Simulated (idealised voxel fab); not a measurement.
Name of the process module below: voxel self aligned contacts
Square cell edge 5 nm, section width 170 nm, ID cut.
Cross-section layout: square cells on a grid; listed as bands, top to bottom; a band spans one or more cell rows. In this notation a band is specified by the heights of its top and bottom, in that order and in nm, after which its materials appear from left to right, each paired with its width in nm. The word "full width" attached to a single material means that material fills the band from edge to edge; the word "blank" stands for empty space. Measure heights from 0. That's the level where, below it, the as-received wafer is all one material. The lowest band is bottomless and extends downward; write it as in "0 nm and below". A width such as "30 to 40" changes by the same amount from each row of cells to the next, from the band's top row to its bottom row. Where a step carries "changes: none", the cross-section came out of it unchanged, cell for cell. The label "Closed cavities" introduces a list of the empty spaces, 8 cells or larger, that have no open way up to the top; each entry in it reads width x height at distance, where the distance is taken from the left edge and all three are stated in nm. Read whatever lies past the settings on a step's line as the simulator's own remark about the step. Each step line may optionally specify "overlay nm", which for a step with a mask gives the rightward distance between the mask's planned place and where it lay, a negative value indicating the leftward direction.

-- The planned process steps are enumerated hereunder
- 1: op RECEIVE | material Si
- 2: op OXIDIZE | depth nm 5
- 3: op DIRECTIONAL_DEP | material polySi | thk nm 30
- 4: op DIRECTIONAL_DEP | material SiN | thk nm 25
- 5: op DIRECTIONAL_DEP | material aC | thk nm 15
- 6: op PATTERN | tone cover | mask id GATE | material resist | width nm 30 | pitch nm 75 | thk nm 35 | overlay nm 0
- 7: op DIRECTIONAL_ETCH | etch materials aC | depth nm 15
- 8: op STRIP | etch materials resist
- 9: op DIRECTIONAL_ETCH | etch materials SiN | depth nm 25
- 10: op DIRECTIONAL_ETCH | etch materials polySi | depth nm 30
- 11: op STRIP | etch materials aC
- 12: op CONFORMAL_DEP | material SiN | thk nm 10
- 13: op DIRECTIONAL_ETCH | etch materials SiN | depth nm 10
- 14: op FILL_DEP | material SiO2 | thk nm 15
- 15: op CMP | height nm 60
- 16: op MASKED_ETCH | tone open | mask id CONTACT | width nm 55 | etch materials SiO2 | depth nm 65 | overlay nm 0
- 17: op CONFORMAL_DEP | material TiN | thk nm 5
- 18: op FILL_DEP | material W | thk nm 5
- 19: op CMP | height nm 60
- 20: op CONFORMAL_DEP | material SiN | thk nm 5

-- Cross-section of the wafer upon arrival, representing the state reached after step 1
> 0 nm and below | Si full width
> Closed cavities: none

-- Cross-sectional result after module completion. Note: starting condition and plan are unchanged from above; one processing mistake was made
> 65 nm to 60 nm | SiN full width
> 60 nm to 55 nm | SiO2 (55), TiN (20), W (15), TiN (20), SiO2 (60)
> 55 nm to 30 nm | SiO2 (20), SiN (10), polySi (30), SiN (10), TiN (5), W (15), TiN (5), SiN (10), polySi (30), SiN (10), SiO2 (25)
> 30 nm to 25 nm | SiO2 (20), SiN (10), polySi (30), SiN (10), TiN (25), SiN (10), polySi (30), SiN (10), SiO2 (25)
> 25 nm to 0 nm | SiN full width
> 0 nm to -5 nm | SiO2 full width
> -5 nm and below | Si full width
> Closed cavities: none
Here's what went sideways: plan vs actual: 3 and 4 interchanged
